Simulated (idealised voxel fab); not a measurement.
process module | voxel wiring stack
cross-section cut | 205 nm wide | cells 5 nm
A cross-section is a grid of square cells, given in bands from the top down. A band is one or more rows of cells.
Each band's line starts with the height of the band's top and of its bottom, in nm. Then come its materials from left to right, each with its width in nm. One material with "throughout" fills the band from edge to edge. "air" is empty space.
Height 0 is the level under which the wafer as received is all one material. The lowest band goes on downwards, as in "0 down".
A width such as "30 to 40" changes by the same amount from each row of cells to the next, from the band's top row to its bottom row.
"no change" after a step means that no cell of the cross-section changed.
closed voids: empty space of 8 cells or more with no open way to the top, each as width x height at its distance from the left edge, in nm
after a step's settings: what the simulator itself notes on the step
overlay nm, on a step with a mask: how far to the right of its planned place the mask lay; to the left if negative
plan
1 op RECEIVE | material Si
2 op CONFORMAL_DEP | material SiO2 | thk nm 10
3 op DIRECTIONAL_DEP | material TiN | thk nm 5
4 op DIRECTIONAL_DEP | material W | thk nm 25
5 op DIRECTIONAL_DEP | material aC | thk nm 15
6 op PATTERN | tone cover | mask id METAL_1 | material resist | width nm 20 | pitch nm 40 | thk nm 35 | overlay nm 0
7 op DIRECTIONAL_ETCH | etch materials aC | depth nm 15
8 op STRIP | etch materials resist
9 op DIRECTIONAL_ETCH | etch materials W | depth nm 25
10 op DIRECTIONAL_ETCH | etch materials TiN | depth nm 5
11 op STRIP | etch materials aC
12 op FILL_DEP | material SiO2 | thk nm 5
13 op CMP | height nm 40
14 op CONFORMAL_DEP | material SiCN | thk nm 5
15 op DIRECTIONAL_DEP | material SiO2 | thk nm 30
16 op MASKED_ETCH | tone open | mask id METAL_2_HOLES | width nm 15 | pitch nm 40 | etch materials SiO2 | depth nm 30 | overlay nm 0
17 op MASKED_ETCH | tone open | mask id METAL_2 | width nm 20 | pitch nm 40 | etch materials SiO2 | depth nm 20 | overlay nm 0
18 op MASKED_ETCH | tone open | mask id METAL_2 | width nm 20 | pitch nm 40 | etch materials SiCN | depth nm 5 | overlay nm 0
19 op CONFORMAL_DEP | material TiN | thk nm 5
20 op FILL_DEP | material Ru | thk nm 5
21 op CMP | height nm 75
22 op CONFORMAL_DEP | material SiCN | thk nm 5
23 op DIRECTIONAL_DEP | material SiO2 | thk nm 20
24 op MASKED_ETCH | tone open | mask id PLUG_2 | width nm 15 | pitch nm 80 | etch materials SiO2 | depth nm 20 | overlay nm 0
25 op MASKED_ETCH | tone open | mask id PLUG_2 | width nm 15 | pitch nm 80 | etch materials SiCN | depth nm 5 | overlay nm 0
26 op CONFORMAL_DEP | material TiN | thk nm 5
27 op FILL_DEP | material W | thk nm 10
28 op CMP | height nm 100
29 op CONFORMAL_DEP | material SiN | thk nm 5
30 op DIRECTIONAL_DEP | material lowk | thk nm 20
31 op MASKED_ETCH | tone open | mask id METAL_3 | width nm 20 | pitch nm 40 | etch materials lowk | depth nm 20 | overlay nm 0
32 op MASKED_ETCH | tone open | mask id METAL_3 | width nm 20 | pitch nm 40 | etch materials SiN | depth nm 5 | overlay nm -15
33 op CONFORMAL_DEP | material TiN | thk nm 5
34 op FILL_DEP | material Cu | thk nm 5
35 op CMP | height nm 125
36 op CONFORMAL_DEP | material SiCN | thk nm 5
varied across the wafers: overlay nm of step 32. The plan shows the first wafer's value. All wafers start alike
first wafer as received, after step 1
  0 down: Si throughout
  closed voids: none
first wafer at the end, after step 36
  130 to 125: SiCN throughout
  125 to 110: lowk 30 | TiN 5 | Cu 10 | TiN 5 | lowk 20 | TiN 5 | Cu 10 | TiN 5 | lowk 20 | TiN 5 | Cu 10 | TiN 5 | lowk 20 | TiN 5 | Cu 10 | TiN 5 | lowk 35
  110 to 105: lowk 30 | TiN 20 | lowk 20 | TiN 20 | lowk 20 | TiN 20 | lowk 20 | TiN 20 | lowk 35
  105 to 100: SiN 30 | TiN 5 | SiN 35 | TiN 5 | SiN 35 | TiN 5 | SiN 35 | TiN 5 | SiN 50
  100 to 80: SiO2 30 | TiN 5 | W 5 | TiN 5 | SiO2 65 | TiN 5 | W 5 | TiN 5 | SiO2 80
  80 to 75: SiCN 30 | TiN 15 | SiCN 65 | TiN 15 | SiCN 80
  75 to 60: SiO2 30 | TiN 5 | Ru 10 | TiN 5 | SiO2 20 | TiN 5 | Ru 10 | TiN 5 | SiO2 20 | TiN 5 | Ru 10 | TiN 5 | SiO2 20 | TiN 5 | Ru 10 | TiN 5 | SiO2 35
  60 to 55: SiO2 30 | TiN 5 | Ru 5 | TiN 10 | SiO2 20 | TiN 5 | Ru 5 | TiN 10 | SiO2 20 | TiN 5 | Ru 5 | TiN 10 | SiO2 20 | TiN 5 | Ru 5 | TiN 10 | SiO2 35
  55 to 45: SiO2 30 | TiN 5 | Ru 5 | TiN 5 | SiO2 25 | TiN 5 | Ru 5 | TiN 5 | SiO2 25 | TiN 5 | Ru 5 | TiN 5 | SiO2 25 | TiN 5 | Ru 5 | TiN 5 | SiO2 40
  45 to 40: SiCN 30 | TiN 15 | SiCN 25 | TiN 15 | SiCN 25 | TiN 15 | SiCN 25 | TiN 15 | SiCN 40
  40 to 15: SiO2 30 | W 20 | SiO2 20 | W 20 | SiO2 20 | W 20 | SiO2 20 | W 20 | SiO2 35
  15 to 10: SiO2 30 | TiN 20 | SiO2 20 | TiN 20 | SiO2 20 | TiN 20 | SiO2 20 | TiN 20 | SiO2 35
  10 to 0: SiO2 throughout
  0 down: Si throughout
  closed voids: none
last wafer at the end
  130 to 125: SiCN throughout
  125 to 110: lowk 30 | TiN 5 | Cu 10 | TiN 5 | lowk 20 | TiN 5 | Cu 10 | TiN 5 | lowk 20 | TiN 5 | Cu 10 | TiN 5 | lowk 20 | TiN 5 | Cu 10 | TiN 5 | lowk 35
  110 to 105: lowk 30 | TiN 20 | lowk 20 | TiN 20 | lowk 20 | TiN 20 | lowk 20 | TiN 20 | lowk 35
  105 to 100: SiN 45 | TiN 5 | SiN 35 | TiN 5 | SiN 35 | TiN 5 | SiN 35 | TiN 5 | SiN 35
  100 to 80: SiO2 30 | TiN 5 | W 5 | TiN 5 | SiO2 65 | TiN 5 | W 5 | TiN 5 | SiO2 80
  80 to 75: SiCN 30 | TiN 15 | SiCN 65 | TiN 15 | SiCN 80
  75 to 60: SiO2 30 | TiN 5 | Ru 10 | TiN 5 | SiO2 20 | TiN 5 | Ru 10 | TiN 5 | SiO2 20 | TiN 5 | Ru 10 | TiN 5 | SiO2 20 | TiN 5 | Ru 10 | TiN 5 | SiO2 35
  60 to 55: SiO2 30 | TiN 5 | Ru 5 | TiN 10 | SiO2 20 | TiN 5 | Ru 5 | TiN 10 | SiO2 20 | TiN 5 | Ru 5 | TiN 10 | SiO2 20 | TiN 5 | Ru 5 | TiN 10 | SiO2 35
  55 to 45: SiO2 30 | TiN 5 | Ru 5 | TiN 5 | SiO2 25 | TiN 5 | Ru 5 | TiN 5 | SiO2 25 | TiN 5 | Ru 5 | TiN 5 | SiO2 25 | TiN 5 | Ru 5 | TiN 5 | SiO2 40
  45 to 40: SiCN 30 | TiN 15 | SiCN 25 | TiN 15 | SiCN 25 | TiN 15 | SiCN 25 | TiN 15 | SiCN 40
  40 to 15: SiO2 30 | W 20 | SiO2 20 | W 20 | SiO2 20 | W 20 | SiO2 20 | W 20 | SiO2 35
  15 to 10: SiO2 30 | TiN 20 | SiO2 20 | TiN 20 | SiO2 20 | TiN 20 | SiO2 20 | TiN 20 | SiO2 35
  10 to 0: SiO2 throughout
  0 down: Si throughout
  closed voids: none
each wafer at the end: cells of each material gained (+) or lost (-) since it was received, then its closed voids
overlay nm -15 | +24 Cu | +36 Ru | +105 SiCN | +37 SiN | +530 SiO2 | +146 TiN | +88 W | +100 lowk | closed voids: none
overlay nm -10 | +24 Cu | +36 Ru | +105 SiCN | +33 SiN | +530 SiO2 | +150 TiN | +88 W | +100 lowk | closed voids: none
overlay nm -5 | +28 Cu | +36 Ru | +105 SiCN | +29 SiN | +530 SiO2 | +150 TiN | +88 W | +100 lowk | closed voids: none
overlay nm 0 | +32 Cu | +36 Ru | +105 SiCN | +25 SiN | +530 SiO2 | +150 TiN | +88 W | +100 lowk | closed voids: none
overlay nm 5 | +28 Cu | +36 Ru | +105 SiCN | +29 SiN | +530 SiO2 | +150 TiN | +88 W | +100 lowk | closed voids: none
overlay nm 10 | +24 Cu | +36 Ru | +105 SiCN | +33 SiN | +530 SiO2 | +150 TiN | +88 W | +100 lowk | closed voids: none
overlay nm 15 | +24 Cu | +36 Ru | +105 SiCN | +37 SiN | +530 SiO2 | +146 TiN | +88 W | +100 lowk | closed voids: none
